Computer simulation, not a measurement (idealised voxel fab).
Process module name: voxel capacitor over wiring
In the cross-section labelled cut, the width is 275 nm and each square cell is 5 nm.
Each cross-section below is a grid of square cells, stated as bands in top-down order, with one or more rows of cells making up each band.
Heads up on the band format: heights come first, top then bottom, in nm. After that it's the materials left to right, each with its width in nm. A single material flagged "throughout" fills the whole band edge to edge, and "air" means there's empty space there.
Measure heights from 0. That's the level where, below it, the as-received wafer is all one material. The lowest band is bottomless and extends downward; write it as in "z 0 and below".
Width "30->40": first value at the band's top row of cells, second value at its bottom row, equal change from row to row.
You'll sometimes find "nothing altered" written for a step, and that's the way of saying that nowhere in the cross-section did a cell change during that step.
The entry "Closed void catalog" lists the empty spaces that cover at least 8 cells and have no open path to the top. Each is written as width x height at distance, where the distance is measured from the left edge and all three values are in nm.
It should be noted that, on the line of a given step, the content following the step's settings is a remark produced by the simulator itself with respect to that step.
"overlay nm" answers the question of how far to the right of plan the mask lay on a step that has a mask, and when it is negative the answer is to the left.
The following list gives the planned process steps:
1,RECEIVE [material Si]
2,CONFORMAL_DEP [material SiO2] [thk nm 15]
3,DIRECTIONAL_DEP [material TiN] [thk nm 5]
4,DIRECTIONAL_DEP [material W] [thk nm 15]
5,MASKED_ETCH [tone cover] [mask id METAL_1] [width nm 30] [pitch nm 100] [etch materials W] [depth nm 15] [overlay nm 0]
6,MASKED_ETCH [tone cover] [mask id METAL_1] [width nm 30] [pitch nm 100] [etch materials TiN] [depth nm 5] [overlay nm 0]
7,FILL_DEP [material SiO2] [thk nm 10]
8,CMP [height nm 35]
9,CONFORMAL_DEP [material SiCN] [thk nm 5]
10,DIRECTIONAL_DEP [material lowk] [thk nm 10]
11,PATTERN [tone open] [mask id PLUG_1] [material resist] [width nm 15] [thk nm 15] [overlay nm 0]
12,DIRECTIONAL_ETCH [etch materials lowk] [depth nm 10]
13,DIRECTIONAL_ETCH [etch materials SiCN] [depth nm 5]
14,STRIP [etch materials resist]
15,EPI [material Ru] [thk nm 10]
16,EPI [material Ru] [thk nm 5]
17,DIRECTIONAL_DEP [material TiN] [thk nm 10]
18,DIRECTIONAL_DEP [material SiN] [thk nm 5]
19,DIRECTIONAL_DEP [material TiN] [thk nm 5]
20,DIRECTIONAL_DEP [material aC] [thk nm 10]
21,PATTERN [tone cover] [mask id UPPER_PLATE] [material resist] [width nm 75] [thk nm 25] [overlay nm 0]
22,DIRECTIONAL_ETCH [etch materials aC] [depth nm 10]
23,STRIP [etch materials resist]
24,DIRECTIONAL_ETCH [etch materials TiN] [depth nm 5]
25,DIRECTIONAL_ETCH [etch materials SiN] [depth nm 5]
26,STRIP [etch materials aC]
27,MASKED_ETCH [tone cover] [mask id LOWER_PLATE] [width nm 85] [etch materials TiN] [depth nm 10] [overlay nm 0]
28,FILL_DEP [material SiO2] [thk nm 20]
29,CMP [height nm 85]
30,MASKED_ETCH [tone open] [mask id PLUG_2] [width nm 15] [etch materials SiO2] [depth nm 15] [overlay nm 0]
31,CONFORMAL_DEP [material TiN] [thk nm 5]
32,FILL_DEP [material Ru] [thk nm 5]
33,CMP [height nm 85]
34,CONFORMAL_DEP [material SiN] [thk nm 5]
Shown in cross-section is the wafer as received, that is, as it stands after step 1:
* z 0 and below  Si throughout
* Closed void catalog: none
Post-module cross-section: identical start and plan to those above, one misstep in execution:
* z 90 to 85  SiN throughout
* z 85 to 75  SiO2 (95)  TiN (5)  Ru (5)  TiN (5)  SiO2 (165)
* z 75 to 70  SiO2 (95)  TiN (15)  SiO2 (165)
* z 70 to 65  SiO2 (85)  TiN (15)  SiO2 (55)  TiN (5)  SiO2 (115)
* z 65 to 60  SiO2 (85)  SiN (15)  SiO2 (55)  SiN (5)  SiO2 (115)
* z 60 to 55  SiO2 (80)  TiN (20)  SiO2 (55)  TiN (10)  SiO2 (110)
* z 55 to 50  SiO2 (80)  TiN (85)  SiO2 (110)
* z 50 to 45  SiO2 (55)  Ru (30)  lowk (15)  SiN (55)  Ru (60)  SiO2 (60)
* z 45 to 40  SiO2 (55)  Ru (30)  lowk (15)  TiN (55)  Ru (60)  SiO2 (60)
* z 40 to 35  SiO2 (55)  Ru (30)  SiCN (15)  TiN (55)  Ru (60)  SiO2 (60)
* z 35 to 20  SiO2 (70)  W (30)  SiO2 (70)  W (30)  SiO2 (75)
* z 20 to 15  SiO2 (70)  TiN (30)  SiO2 (70)  TiN (30)  SiO2 (75)
* z 15 to 0  SiO2 throughout
* z 0 and below  Si throughout
* Closed void catalog: none
What was done differently from what was planned? step 11 went in with a setting other than planned; the actual run was PATTERN [tone cover] [mask id PLUG_1] [material resist] [width nm 15] [thk nm 15] [overlay nm 0]
